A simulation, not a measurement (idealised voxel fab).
Name of the process module below: voxel local oxidation
Cross-section cut spans 175 nm and uses square cells 5 nm in size.
Cross-section format: a grid of square cells, given as bands from top to bottom; each band is one or more rows of cells. A band entry consists of two parts. The first gives the height of the band's top and the height of its bottom, in nm. The rest lists the band's materials from left to right, each with its width in nm. A single material labelled with the word "throughout" fills the band from edge to edge, and the word "empty" marks empty space. We count height from 0. Below that, the starting wafer is all one material. The lowest band never ends at the bottom but goes on down; see "top 0, no bottom" for how that is written. So if you see something like "30->40" for the width, read it as the top row of the band sitting at the first number and the bottom row at the second, with every row in between moving by the same amount as the last. Reading "nothing was modified" for a step: not a cell of the cross-section changed in it. Heads up: "Closed void roster" only lists the empty pockets with no open path to the top that are 8 cells or more, and it writes them as width x height at distance, distance from the left edge, in nm. Read whatever lies past the settings on a step's line as the simulator's own remark about the step. Among the settings permitted on a step's line is "overlay nm"; applied to a step with a mask, it specifies the extent to which the mask lay to the right of its planned position, whereas a negative figure signifies a position to the left.
## plan
1. RECEIVE: material Si
2. OXIDIZE: depth nm 5
3. CONFORMAL_DEP: material SiN, thk nm 15
4. PATTERN: tone cover, mask id ACTIVE, material resist, width nm 100, thk nm 15, overlay nm 0
5. DIRECTIONAL_ETCH: etch materials SiN, depth nm 15
6. STRIP: etch materials resist
7. SELECTIVE_ETCH: etch materials SiO2, depth nm 5
8. OXIDIZE: depth nm 10
9. STRIP: etch materials SiN
## The following pertains to the first of two wafers, which was processed as planned
## As received (post step 1): cross-section
top 0, no bottom  Si throughout
Closed void roster: none
## How the wafer stands in section after step 2
top 0, bottom -5  SiO2 throughout
For the remainder of the cross-section, below -5, there is no change.
## How the wafer stands in section after step 3
top 15, bottom 0  SiN throughout
For the remainder of the cross-section, below 0, there is no change.
## How the wafer stands in section after step 4
top 30, bottom 15  empty: 35, then resist: 100, then empty: 40
For the remainder of the cross-section, below 15, there is no change.
## How the wafer stands in section after step 5
top 30, bottom 15  empty: 35, then resist: 100, then empty: 40
top 15, bottom 0  empty: 35, then SiN: 100, then empty: 40
For the remainder of the cross-section, below 0, there is no change.
## How the wafer stands in section after step 6
top 15, bottom 0  empty: 35, then SiN: 100, then empty: 40
For the remainder of the cross-section, below 0, there is no change.
## How the wafer stands in section after step 7
top 15, bottom 0  empty: 35, then SiN: 100, then empty: 40
top 0, bottom -5  empty: 40, then SiO2: 90, then empty: 45
For the remainder of the cross-section, below -5, there is no change.
## How the wafer stands in section after step 8
top 15, bottom 0  empty: 35, then SiN: 100, then empty: 40
top 0, bottom -5  empty: 40, then SiO2: 90, then empty: 45
top -5, bottom -15  SiO2: 50, then Si: 70, then SiO2: 55
For the remainder of the cross-section, below -15, there is no change.
## How the wafer stands in section after step 9
top 0, bottom -5  empty: 40, then SiO2: 90, then empty: 45
For the remainder of the cross-section, below -5, there is no change.
## The second wafer was prepared from the same starting point and under the same plan as the first; its processing contained one mistake, and it remains indistinguishable from the first wafer up to and including step 3
## Planned end of step 4: second wafer, cross-section
top 30, bottom 15  resist: 35, then empty: 100, then resist: 40
For the remainder of the cross-section, below 15, there is no change.
## Planned end of step 5: second wafer, cross-section
top 30, bottom 15  resist: 35, then empty: 100, then resist: 40
top 15, bottom 0  SiN: 35, then empty: 100, then SiN: 40
For the remainder of the cross-section, below 0, there is no change.
## Planned end of step 6: second wafer, cross-section
top 15, bottom 0  SiN: 35, then empty: 100, then SiN: 40
For the remainder of the cross-section, below 0, there is no change.
## Planned end of step 7: second wafer, cross-section
top 15, bottom 0  SiN: 35, then empty: 100, then SiN: 40
top 0, bottom -5  SiO2: 30, then empty: 110, then SiO2: 35
For the remainder of the cross-section, below -5, there is no change.
## Planned end of step 8: second wafer, cross-section
top 15, bottom 0  SiN: 35, then empty: 100, then SiN: 40
top 0, bottom -5  SiO2: 30, then empty: 110, then SiO2: 35
top -5, bottom -15  Si: 20, then SiO2: 130, then Si: 25
For the remainder of the cross-section, below -15, there is no change.
## Planned end of step 9: second wafer, cross-section
top 0, bottom -5  SiO2: 30, then empty: 110, then SiO2: 35
For the remainder of the cross-section, below -5, there is no change.
The plan and the run diverged here: step 4 did not happen as planned, as run it was PATTERN: tone open, mask id ACTIVE, material resist, width nm 100, thk nm 15, overlay nm 0
Bottom line after processing is that, in cells, the second wafer is up or down on some materials versus the first: 10 fewer of Si; 5 more of SiO2
